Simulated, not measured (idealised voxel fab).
Process module under the name voxel wiring stack
Cross-section cut: width 225 nm, square cells of 5 nm.
Just so we're on the same page, the cross-sections are grids of square cells, and they're listed out in bands top to bottom, each band one or more rows deep.
Each band's line starts with the height of the band's top and of its bottom, in nm. Then come its materials from left to right, each with its width in nm. One material with "full width" fills the band from edge to edge. "empty" is empty space.
All heights in this document are referenced to 0, defined as the level beneath which the wafer, as received, consists entirely of one material. The lowest band is not bounded below; it extends indefinitely downward and is written in the form "top 0, no bottom".
Width: "30..40" (first number = top row, second number = bottom row, same change from row to row of cells).
"everything unchanged", as given for a step, is the statement that not any cell of the cross-section underwent a change during that step.
What "Voids, enclosed" gives you is every empty space of 8 cells or more that is cut off from the top. Each appears as width x height at distance, with the distance taken from the left edge and width, height and distance all in nm.
On a step's line, text after the settings is the simulator commenting on that step.
When a step includes a mask, the "overlay nm" setting on its line states how far to the right of its planned place that mask lay, and negative values state how far to the left.

[Planned process steps]
1. RECEIVE: material Si
2. CONFORMAL_DEP: material SiO2, thk nm 15
3. DIRECTIONAL_DEP: material TiN, thk nm 5
4. DIRECTIONAL_DEP: material Ru, thk nm 20
5. MASKED_ETCH: tone cover, mask id METAL_1, width nm 20, pitch nm 40, etch materials Ru, depth nm 20, overlay nm 0
6. MASKED_ETCH: tone cover, mask id METAL_1, width nm 20, pitch nm 40, etch materials TiN, depth nm 5, overlay nm 0
7. FILL_DEP: material lowk, thk nm 5
8. CMP: height nm 40
9. CONFORMAL_DEP: material SiCN, thk nm 5
10. DIRECTIONAL_DEP: material SiO2, thk nm 20
11. DIRECTIONAL_DEP: material aC, thk nm 5
12. PATTERN: tone open, mask id PLUG_1, material resist, width nm 15, thk nm 25, overlay nm 0
13. DIRECTIONAL_ETCH: etch materials aC, depth nm 10
14. STRIP: etch materials resist
15. DIRECTIONAL_ETCH: etch materials SiO2, depth nm 20
16. DIRECTIONAL_ETCH: etch materials SiCN, depth nm 5
17. STRIP: etch materials aC
18. CONFORMAL_DEP: material TiN, thk nm 5
19. FILL_DEP: material Ru, thk nm 10
20. CMP: height nm 65
21. CONFORMAL_DEP: material SiN, thk nm 5
22. DIRECTIONAL_DEP: material SiO2, thk nm 20
23. DIRECTIONAL_DEP: material aC, thk nm 15
24. PATTERN: tone open, mask id METAL_2, material resist, width nm 20, pitch nm 40, thk nm 30, overlay nm 0
25. DIRECTIONAL_ETCH: etch materials aC, depth nm 15
26. STRIP: etch materials resist
27. DIRECTIONAL_ETCH: etch materials SiO2, depth nm 20
28. DIRECTIONAL_ETCH: etch materials SiN, depth nm 5
29. STRIP: etch materials aC
30. CONFORMAL_DEP: material TiN, thk nm 5
31. FILL_DEP: material Cu, thk nm 5
32. CMP: height nm 90
33. EPI: material Ru, thk nm 5
34. FILL_DEP: material SiCN, thk nm 5
35. DIRECTIONAL_DEP: material SiO2, thk nm 30
36. MASKED_ETCH: tone open, mask id METAL_3_HOLES, width nm 15, etch materials SiO2, depth nm 30, overlay nm 0
37. MASKED_ETCH: tone open, mask id METAL_3, width nm 20, pitch nm 40, etch materials SiO2, depth nm 15, overlay nm 0
38. MASKED_ETCH: tone open, mask id METAL_3, width nm 20, pitch nm 40, etch materials SiCN, depth nm 5, overlay nm 0
39. CONFORMAL_DEP: material TiN, thk nm 5
40. FILL_DEP: material Cu, thk nm 10
41. CMP: height nm 130
42. CONFORMAL_DEP: material SiN, thk nm 5
varied across the wafers: thk nm of step 11. The plan shows the first wafer's value. All wafers start alike

[After step 1, as received: first of several wafers, cross-section]
- top 0, no bottom = Si full width
- Voids, enclosed: none

[Here's the first of several wafers in cross-section, end of the module, after the last step, step 42]
- top 135, bottom 130 = SiN full width
- top 130, bottom 120 = SiO2 80 nm  TiN 5 nm  Cu 10 nm  TiN 5 nm  SiO2 20 nm  TiN 5 nm  Cu 10 nm  TiN 5 nm  SiO2 85 nm
- top 120, bottom 115 = SiO2 80 nm  TiN 5 nm  Cu 5 nm  TiN 10 nm  SiO2 20 nm  TiN 20 nm  SiO2 85 nm
- top 115, bottom 100 = SiO2 80 nm  TiN 5 nm  Cu 5 nm  TiN 5 nm  SiO2 130 nm
- top 100, bottom 95 = SiCN 80 nm  TiN 15 nm  SiCN 130 nm
- top 95, bottom 90 = SiCN 75 nm  Ru 30 nm  SiCN 10 nm  Ru 30 nm  SiCN 80 nm
- top 90, bottom 70 = SiO2 80 nm  TiN 5 nm  Cu 10 nm  TiN 5 nm  SiO2 20 nm  TiN 5 nm  Cu 10 nm  TiN 5 nm  SiO2 85 nm
- top 70, bottom 65 = SiN 80 nm  TiN 20 nm  SiN 20 nm  TiN 20 nm  SiN 85 nm
- top 65, bottom 45 = SiO2 80 nm  TiN 5 nm  Ru 5 nm  TiN 5 nm  SiO2 130 nm
- top 45, bottom 40 = SiCN 80 nm  TiN 15 nm  SiCN 130 nm
- top 40, bottom 20 = lowk 80 nm  Ru 20 nm  lowk 20 nm  Ru 20 nm  lowk 85 nm
- top 20, bottom 15 = lowk 80 nm  TiN 20 nm  lowk 20 nm  TiN 20 nm  lowk 85 nm
- top 15, bottom 0 = SiO2 full width
- top 0, no bottom = Si full width
- Voids, enclosed: none

[last wafer at the end]
- top 135, bottom 130 = SiN full width
- top 130, bottom 120 = SiO2 80 nm  TiN 5 nm  Cu 10 nm  TiN 5 nm  SiO2 20 nm  TiN 5 nm  Cu 10 nm  TiN 5 nm  SiO2 85 nm
- top 120, bottom 115 = SiO2 80 nm  TiN 5 nm  Cu 5 nm  TiN 10 nm  SiO2 20 nm  TiN 20 nm  SiO2 85 nm
- top 115, bottom 100 = SiO2 80 nm  TiN 5 nm  Cu 5 nm  TiN 5 nm  SiO2 130 nm
- top 100, bottom 95 = SiCN 80 nm  TiN 15 nm  SiCN 130 nm
- top 95, bottom 90 = SiCN 75 nm  Ru 30 nm  SiCN 10 nm  Ru 30 nm  SiCN 80 nm
- top 90, bottom 70 = SiO2 80 nm  TiN 5 nm  Cu 10 nm  TiN 5 nm  SiO2 20 nm  TiN 5 nm  Cu 10 nm  TiN 5 nm  SiO2 85 nm
- top 70, bottom 65 = SiN 80 nm  TiN 20 nm  SiN 20 nm  TiN 20 nm  SiN 85 nm
- top 65, bottom 45 = SiO2 full width
- top 45, bottom 40 = SiCN full width
- top 40, bottom 20 = lowk 80 nm  Ru 20 nm  lowk 20 nm  Ru 20 nm  lowk 85 nm
- top 20, bottom 15 = lowk 80 nm  TiN 20 nm  lowk 20 nm  TiN 20 nm  lowk 85 nm
- top 15, bottom 0 = SiO2 full width
- top 0, no bottom = Si full width
- Voids, enclosed: none

[Take any row and you have a wafer at the end of the module: how many cells of each material it has gained (+) or lost (-) since it was received, and then its closed voids]
thk nm 5; +28 Cu; +48 Ru; +117 SiCN; +82 SiN; +688 SiO2; +67 TiN; +185 lowk; Voids, enclosed: none
thk nm 10; +28 Cu; +48 Ru; +117 SiCN; +82 SiN; +688 SiO2; +67 TiN; +185 lowk; Voids, enclosed: none
thk nm 15; +28 Cu; +44 Ru; +120 SiCN; +82 SiN; +700 SiO2; +56 TiN; +185 lowk; Voids, enclosed: none
thk nm 20; +28 Cu; +44 Ru; +120 SiCN; +82 SiN; +700 SiO2; +56 TiN; +185 lowk; Voids, enclosed: none
thk nm 25; +28 Cu; +44 Ru; +120 SiCN; +82 SiN; +700 SiO2; +56 TiN; +185 lowk; Voids, enclosed: none
